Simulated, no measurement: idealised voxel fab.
process module | voxel fin reveal
cross-section cut | 200 nm wide | cells 5 nm
A cross-section is a grid of square cells, given in bands from the top down. A band is one or more rows of cells.
Each band's line starts with the height of the band's top and of its bottom, in nm. Then come its materials from left to right, each with its width in nm. One material with "throughout" fills the band from edge to edge. "air" is empty space.
Height 0 is the level under which the wafer as received is all one material. The lowest band goes on downwards, as in "0 down".
A width such as "30 to 40" changes by the same amount from each row of cells to the next, from the band's top row to its bottom row.
"no change" after a step means that no cell of the cross-section changed.
closed voids: empty space of 8 cells or more with no open way to the top, each as width x height at its distance from the left edge, in nm
after a step's settings: what the simulator itself notes on the step
overlay nm, on a step with a mask: how far to the right of its planned place the mask lay; to the left if negative
plan
1 op RECEIVE | material Si
2 op CONFORMAL_DEP | material SiN | thk nm 10
3 op MASKED_ETCH | tone cover | mask id FINS | width nm 15 | pitch nm 35 | etch materials SiN | depth nm 10 | overlay nm 0
4 op MASKED_ETCH | tone cover | mask id FINS | width nm 15 | pitch nm 35 | etch materials Si | depth nm 35 | overlay nm 0
5 op OXIDIZE | depth nm 5
6 op FILL_DEP | material SiO2 | thk nm 10
7 op CMP | height nm 10
8 op SELECTIVE_ETCH | etch materials SiO2 | depth nm 35
9 op STRIP | etch materials SiN
10 op CONFORMAL_DEP | material HfO2 | thk nm 5
first wafer, as planned
as received, after step 1
  0 down: Si throughout
  closed voids: none
after step 2
  10 to 0: SiN throughout
  below 0: unchanged
after step 3
  10 to 0: air 40 | SiN 15 | air 20 | SiN 15 | air 20 | SiN 15 | air 20 | SiN 15 | air 40
  below 0: unchanged
after step 4
  10 to 0: air 40 | SiN 15 | air 20 | SiN 15 | air 20 | SiN 15 | air 20 | SiN 15 | air 40
  0 to -35: air 40 | Si 15 | air 20 | Si 15 | air 20 | Si 15 | air 20 | Si 15 | air 40
  below -35: unchanged
after step 5
  10 to 0: air 40 | SiN 15 | air 20 | SiN 15 | air 20 | SiN 15 | air 20 | SiN 15 | air 40
  0 to -35: air 40 | SiO2 5 | Si 5 | SiO2 5 | air 20 | SiO2 5 | Si 5 | SiO2 5 | air 20 | SiO2 5 | Si 5 | SiO2 5 | air 20 | SiO2 5 | Si 5 | SiO2 5 | air 40
  -35 to -40: SiO2 45 | Si 5 | SiO2 30 | Si 5 | SiO2 30 | Si 5 | SiO2 30 | Si 5 | SiO2 45
  below -40: unchanged
after step 6
  20 to 10: SiO2 throughout
  10 to 0: SiO2 40 | SiN 15 | SiO2 20 | SiN 15 | SiO2 20 | SiN 15 | SiO2 20 | SiN 15 | SiO2 40
  0 to -40: SiO2 45 | Si 5 | SiO2 30 | Si 5 | SiO2 30 | Si 5 | SiO2 30 | Si 5 | SiO2 45
  below -40: unchanged
after step 7
  10 to 0: SiO2 40 | SiN 15 | SiO2 20 | SiN 15 | SiO2 20 | SiN 15 | SiO2 20 | SiN 15 | SiO2 40
  below 0: unchanged
after step 8
  10 to 0: air 40 | SiN 15 | air 20 | SiN 15 | air 20 | SiN 15 | air 20 | SiN 15 | air 40
  0 to -25: air 45 | Si 5 | air 30 | Si 5 | air 30 | Si 5 | air 30 | Si 5 | air 45
  below -25: unchanged
after step 9
  0 to -25: air 45 | Si 5 | air 30 | Si 5 | air 30 | Si 5 | air 30 | Si 5 | air 45
  below -25: unchanged
after step 10
  5 to 0: air 40 | HfO2 15 | air 20 | HfO2 15 | air 20 | HfO2 15 | air 20 | HfO2 15 | air 40
  0 to -20: air 40 | HfO2 5 | Si 5 | HfO2 5 | air 20 | HfO2 5 | Si 5 | HfO2 5 | air 20 | HfO2 5 | Si 5 | HfO2 5 | air 20 | HfO2 5 | Si 5 | HfO2 5 | air 40
  -20 to -25: HfO2 45 | Si 5 | HfO2 30 | Si 5 | HfO2 30 | Si 5 | HfO2 30 | Si 5 | HfO2 45
  below -25: unchanged
second wafer: like start, like plan, one mistake. Through step 9 it matches the first wafer
when step 10 should have ended
  5 to 0: air 40 | SiN 15 | air 20 | SiN 15 | air 20 | SiN 15 | air 20 | SiN 15 | air 40
  0 to -20: air 40 | SiN 5 | Si 5 | SiN 5 | air 20 | SiN 5 | Si 5 | SiN 5 | air 20 | SiN 5 | Si 5 | SiN 5 | air 20 | SiN 5 | Si 5 | SiN 5 | air 40
  -20 to -25: SiN 45 | Si 5 | SiN 30 | Si 5 | SiN 30 | Si 5 | SiN 30 | Si 5 | SiN 45
  below -25: unchanged
what went wrong: step 10 ran as: op CONFORMAL_DEP | material SiN | thk nm 5
at the end the second wafer has, in cells: 80 fewer of HfO2 | 80 more of SiN
